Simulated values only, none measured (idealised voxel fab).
process module | voxel trench capacitor
cross-section cut | 160 nm wide | cells 5 nm
A cross-section is a grid of square cells, given in bands from the top down. A band is one or more rows of cells.
Each band's line starts with the height of the band's top and of its bottom, in nm. Then come its materials from left to right, each with its width in nm. One material with "throughout" fills the band from edge to edge. "air" is empty space.
Height 0 is the level under which the wafer as received is all one material. The lowest band goes on downwards, as in "0 down".
A width such as "30 to 40" changes by the same amount from each row of cells to the next, from the band's top row to its bottom row.
"no change" after a step means that no cell of the cross-section changed.
closed voids: empty space of 8 cells or more with no open way to the top, each as width x height at its distance from the left edge, in nm
after a step's settings: what the simulator itself notes on the step
overlay nm, on a step with a mask: how far to the right of its planned place the mask lay; to the left if negative
plan
1 op RECEIVE | material Si
2 op CONFORMAL_DEP | material SiN | thk nm 10
3 op MASKED_ETCH | tone open | mask id TRENCH | width nm 30 | pitch nm 45 | etch materials SiN | depth nm 10 | overlay nm 0
4 op MASKED_ETCH | tone open | mask id TRENCH | width nm 30 | pitch nm 45 | etch materials Si | depth nm 40 | overlay nm -15
5 op CONFORMAL_DEP | material Al2O3 | thk nm 5
6 op CONFORMAL_DEP | material TiN | thk nm 5
7 op FILL_DEP | material W | thk nm 5
8 op CMP | height nm 10
varied across the wafers: overlay nm of step 4. The plan shows the first wafer's value. All wafers start alike
first wafer as received, after step 1
  0 down: Si throughout
  closed voids: none
each wafer at the end: cells of each material gained (+) or lost (-) since it was received, then its closed voids
overlay nm -15 | +48 Al2O3 | -48 Si | +40 SiN | +24 TiN | closed voids: none
overlay nm -10 | +48 Al2O3 | -64 Si | +40 SiN | +40 TiN | closed voids: none
overlay nm -5 | +48 Al2O3 | -80 Si | +40 SiN | +40 TiN | +16 W | closed voids: none
overlay nm 0 | +48 Al2O3 | -96 Si | +40 SiN | +40 TiN | +32 W | closed voids: none
overlay nm 5 | +48 Al2O3 | -80 Si | +40 SiN | +40 TiN | +16 W | closed voids: none
overlay nm 10 | +48 Al2O3 | -64 Si | +40 SiN | +40 TiN | closed voids: none
overlay nm 15 | +48 Al2O3 | -48 Si | +40 SiN | +24 TiN | closed voids: none
